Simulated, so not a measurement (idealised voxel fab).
process module | voxel released beams
Cross-sectional view cut (width: 215 nm; square cell size: 5 nm).
Cross-section = grid of square cells, listed top down in bands; band = one or more rows.
Quick guide to a band line: top height, bottom height (nm) up front; then every material left to right with its width in nm. Only one material and it's marked "edge to edge"? Then it fills the band edge to edge. And "blank" just means empty space.
Ref level 0: as-received wafer is one material below here. Bottom band extends down with no lower bound ("top 0, no bottom").
The two numbers in a width such as "30->40" mark its ends across the band: the first belongs to the top row of cells, the second to the bottom row, and from each row to the next the width moves by the same amount.
"nothing was modified" means the step left every cell of the cross-section as it was.
What "Fully enclosed voids" gives you is every empty space of 8 cells or more that is cut off from the top. Each appears as width x height at distance, with the distance taken from the left edge and width, height and distance all in nm.
Formally, on a step line, whatever follows the settings is a remark that the simulator itself makes on the step.
Steps that use a mask can have "overlay nm" on their line. It says how far the mask sat to the right of where it was meant to be. Negative means to the left.
Below is the list of planned process steps
1) RECEIVE [material Si]
2) CONFORMAL_DEP [material SiN] [thk nm 5]
3) DIRECTIONAL_DEP [material SiO2] [thk nm 15]
4) DIRECTIONAL_DEP [material aC] [thk nm 15]
5) PATTERN [tone open] [mask id ANCHOR] [material resist] [width nm 30] [thk nm 35] [overlay nm 0]
6) DIRECTIONAL_ETCH [etch materials aC] [depth nm 15]
7) STRIP [etch materials resist]
8) DIRECTIONAL_ETCH [etch materials SiO2] [depth nm 15]
9) STRIP [etch materials aC]
10) CONFORMAL_DEP [material TiN] [thk nm 10]
11) DIRECTIONAL_DEP [material aC] [thk nm 10]
12) PATTERN [tone cover] [mask id BEAM] [material resist] [width nm 105] [thk nm 30] [overlay nm 0]
13) DIRECTIONAL_ETCH [etch materials aC] [depth nm 10]
14) STRIP [etch materials resist]
15) DIRECTIONAL_ETCH [etch materials TiN] [depth nm 10]
16) STRIP [etch materials aC]
17) STRIP [etch materials SiO2]
Cross-sectional view of the wafer in its as-received condition, corresponding to the state after step 1
* top 0, no bottom: Si edge to edge
* Fully enclosed voids: none
Cross-section at module end, one run error; start and plan unchanged from above
* top 20, bottom 15: 50 nm blank  15 nm TiN  10 nm blank  80 nm TiN  60 nm blank
* top 15, bottom 5: 50->55 nm blank  105->30 nm TiN  60->130 nm blank
* top 5, bottom 0: SiN edge to edge
* top 0, no bottom: Si edge to edge
* Fully enclosed voids: none
Deviation from plan: step 3 ran as: DIRECTIONAL_DEP [material SiO2] [thk nm 5]
